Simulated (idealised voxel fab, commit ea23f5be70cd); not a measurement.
Module name: voxel double patterning (process module)
Square cells of 5 nm make up the cross-section cut, whose width is 290 nm.
Square cells in a grid make up a cross-section in this document, and the grid is given as bands, listed from the top down, each one or more rows of cells.
First you get the band's top height and its bottom height, in nm, and then the materials it's made of, left to right, with each width in nm. If you see a single material with "edge to edge", that one covers the band edge to edge. "blank" is empty space.
For the purposes of this specification, 0 denotes the height below which the wafer in its as-received condition is composed wholly of one material, and the lowermost band, lacking a lower limit, extends downward without end, as expressed in "z 0 and below".
The expression "30 to 40" gives the width at the extremes of the band, the first number at its top row of cells and the second at its bottom row, with the width changing by equal amounts from each row to the next in between.
"same as before" (step): cross-section cells unchanged, all of them.
Closed empty spaces (no open way to the top) of 8 cells or more are what "Non-vented voids" lists, each as width x height at distance from the left edge, nm for all three.
Read whatever lies past the settings on a step's line as the simulator's own remark about the step.
"overlay nm" on a masked step: distance the mask lay right of its planned place, negative for left.
Process steps foreseen in the plan:
| 1 | RECEIVE | material Si |
| 2 | CONFORMAL_DEP | material SiO2 | thk nm 10 |
| 3 | DIRECTIONAL_DEP | material TiN | thk nm 10 |
| 4 | DIRECTIONAL_DEP | material SiN | thk nm 10 |
| 5 | DIRECTIONAL_DEP | material aC | thk nm 15 |
| 6 | PATTERN | tone open | mask id FIRST | material resist | width nm 15 | pitch nm 50 | thk nm 30 | overlay nm 0 |
| 7 | DIRECTIONAL_ETCH | etch materials aC | depth nm 15 |
| 8 | STRIP | etch materials resist |
| 9 | DIRECTIONAL_ETCH | etch materials SiN | depth nm 10 |
| 10 | STRIP | etch materials aC |
| 11 | PATTERN | tone open | mask id SECOND | material resist | width nm 15 | thk nm 20 | overlay nm 0 |
| 12 | DIRECTIONAL_ETCH | etch materials SiN | depth nm 10 |
| 13 | STRIP | etch materials resist |
| 14 | DIRECTIONAL_ETCH | etch materials TiN | depth nm 10 |
| 15 | STRIP | etch materials SiN |
Cross-section of the incoming wafer, state after step 1:
    z 0 and below | Si edge to edge
    Non-vented voids: none
This is how the wafer looks in cross-section once the module is done, given the starting state and plan above and one mistake in carrying the plan out:
    z 20 to 10 | SiO2 edge to edge
    z 10 to 0 | TiN edge to edge
    z 0 and below | Si edge to edge
    Non-vented voids: none
Which mistake was made when the wafer was run? steps 2 and 3 of the plan were each performed in the slot designated for the other
